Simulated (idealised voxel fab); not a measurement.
Presented below is a process module, voxel self aligned contacts.
The figure presents cross-section cut, which has a width of 185 nm and is divided into square cells with an edge length of 5 nm.
A cross-section in this document is a grid of square cells, and it is written down as bands, the top band listed before the ones below it; a band is made up of one or more rows of cells. This entry defines a band. It first specifies the height of the band's top and the height of its bottom in nm, and then specifies the band's materials from left to right, stating each material with its width in nm. The word "everywhere" identifies a single material that fills the band from edge to edge, while the word "blank" identifies empty space. Note: height 0 marks the level under which the wafer is uniformly one material as received. Lowest band unbounded below, written "0..down". Width "30->40": first value at the band's top row of cells, second value at its bottom row, equal change from row to row. Reading "remained the same" for a step: not a cell of the cross-section changed in it. Reported under the label "Closed void table" are the empty spaces having no open way to the top and comprising 8 cells or more; the notation for each is width x height at distance, in which the distance is measured from the left edge and all three values are in nm. Past the settings on a step's line: simulator remark, on that step. On any step carrying a mask, the "overlay nm" setting, if present on the step's line, tells how far right of its planned place the mask lay; negative values point to the left.

Steps in the process plan
1) RECEIVE, material Si
2) CONFORMAL_DEP, material SiO2, thk nm 5
3) DIRECTIONAL_DEP, material polySi, thk nm 30
4) DIRECTIONAL_DEP, material SiN, thk nm 20
5) MASKED_ETCH, tone cover, mask id GATE, width nm 25, pitch nm 60, etch materials SiN, depth nm 20, overlay nm 0
6) MASKED_ETCH, tone cover, mask id GATE, width nm 25, pitch nm 60, etch materials polySi, depth nm 30, overlay nm 0
7) CONFORMAL_DEP, material SiN, thk nm 10
8) DIRECTIONAL_ETCH, etch materials SiN, depth nm 10
9) FILL_DEP, material SiO2, thk nm 10
10) CMP, height nm 60
11) DIRECTIONAL_DEP, material aC, thk nm 10
12) PATTERN, tone open, mask id CONTACT, material resist, width nm 45, thk nm 25, overlay nm 0
13) DIRECTIONAL_ETCH, etch materials aC, depth nm 10
14) STRIP, etch materials resist
15) DIRECTIONAL_ETCH, etch materials SiO2, depth nm 60
16) STRIP, etch materials aC
17) CONFORMAL_DEP, material TiN, thk nm 5
18) FILL_DEP, material Ru, thk nm 10
19) CMP, height nm 60
20) CONFORMAL_DEP, material SiCN, thk nm 5

Cross-section of the wafer upon arrival, representing the state reached after step 1
* 0..down: Si everywhere
* Closed void table: none

The first of two wafers, cross-sectioned at the end of the module, with the run proceeding as planned
* 65..60: SiCN everywhere
* 60..55: SiO2 (70) | TiN (20) | Ru (5) | TiN (20) | SiO2 (70)
* 55..35: SiO2 (40) | SiN (45) | TiN (5) | Ru (5) | TiN (5) | SiN (45) | SiO2 (40)
* 35..5: SiO2 (40) | SiN (10) | polySi (25) | SiN (10) | TiN (5) | Ru (5) | TiN (5) | SiN (10) | polySi (25) | SiN (10) | SiO2 (40)
* 5..0: SiO2 (85) | TiN (15) | SiO2 (85)
* 0..down: Si everywhere
* Closed void table: none

Second wafer at the end: like start, like plan, one mistake
* 65..60: SiCN everywhere
* 60..50: SiO2 (70) | TiN (5->20) | Ru (35->5) | TiN (5->20) | SiO2 (70)
* 50..30: SiO2 (40) | SiN (45) | TiN (5) | Ru (5) | TiN (5) | SiN (45) | SiO2 (40)
* 30..5: SiO2 (40) | SiN (10) | polySi (25) | SiN (10) | TiN (5) | Ru (5) | TiN (5) | SiN (10) | polySi (25) | SiN (10) | SiO2 (40)
* 5..0: SiO2 (40) | SiN (10) | polySi (25) | SiN (10) | TiN (15) | SiN (10) | polySi (25) | SiN (10) | SiO2 (40)
* 0..down: Si everywhere
* Closed void table: none
Error vs. plan: skipped: plan step 2 (never run)
Once processing is complete, comparing cell counts shows that the second wafer has more or fewer of certain materials than the first: Ru +6 | SiO2 -6
